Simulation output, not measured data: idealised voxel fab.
The following is a process module called voxel released beams.
Square cells of 5 nm make up the cross-section cut, whose width is 205 nm.
If you're reading a cross-section in this doc, picture square cells in a grid; it comes to you as bands, top ones listed first down to the bottom, and a band can be one or more rows of cells.
Top height, bottom height, nm. Materials left to right, width each, nm. Single material + "edge to edge" = fills band edge to edge. "blank" = empty.
We count height from 0. Below that, the starting wafer is all one material. The lowest band never ends at the bottom but goes on down; see "from 0 down" for how that is written.
Quick explanation for "30..40": the width changes in equal steps down the rows of cells, from the first number in the band's top row to the second number in its bottom row.
"nothing altered" -> step changed no cross-section cell.
"Trapped cavities" enumerates empty spaces isolated from the top, with no open way to it, that contain at least 8 cells, giving each as width x height at distance from the left edge, all three in nm.
The remark found on a step's line after its settings is issued by the simulator itself and pertains to that step.
overlay nm, on a step with a mask: how far to the right of its planned place the mask lay; to the left if negative
## Steps in the process plan
1,RECEIVE with material Si
2,CONFORMAL_DEP with material SiN, thk nm 10
3,DIRECTIONAL_DEP with material SiO2, thk nm 15
4,MASKED_ETCH with tone open, mask id ANCHOR, width nm 45, etch materials SiO2, depth nm 15, overlay nm 0
5,CONFORMAL_DEP with material TiN, thk nm 15
6,MASKED_ETCH with tone cover, mask id BEAM, width nm 95, etch materials TiN, depth nm 15, overlay nm 0
7,STRIP with etch materials SiO2
## As-received state of the wafer in cross-section, equivalent to post-step 1
    from 0 down  Si edge to edge
    Trapped cavities: none
## End-of-module XS, first of two wafers, run as planned
    from 40 to 25  50 nm blank | 20 nm TiN | 15 nm blank | 60 nm TiN | 60 nm blank
    from 25 to 10  55 nm blank | 45 nm TiN | 105 nm blank
    from 10 to 0  SiN edge to edge
    from 0 down  Si edge to edge
    Trapped cavities: none
## Here's the second of our two wafers sectioned at module end. Same start as the first, same plan, but one mistake got made running it
    from 25 to 10  55 nm blank | 15 nm TiN | 15 nm blank | 15 nm TiN | 105 nm blank
    from 10 to 0  SiN edge to edge
    from 0 down  Si edge to edge
    Trapped cavities: none
The mistake made against the process plan was this: step 6 did not use the planned setting and instead ran as MASKED_ETCH with tone open, mask id BEAM, width nm 95, etch materials TiN, depth nm 15, overlay nm 0
Once processing is complete, comparing cell counts shows that the second wafer has more or fewer of certain materials than the first: TiN: 57 fewer
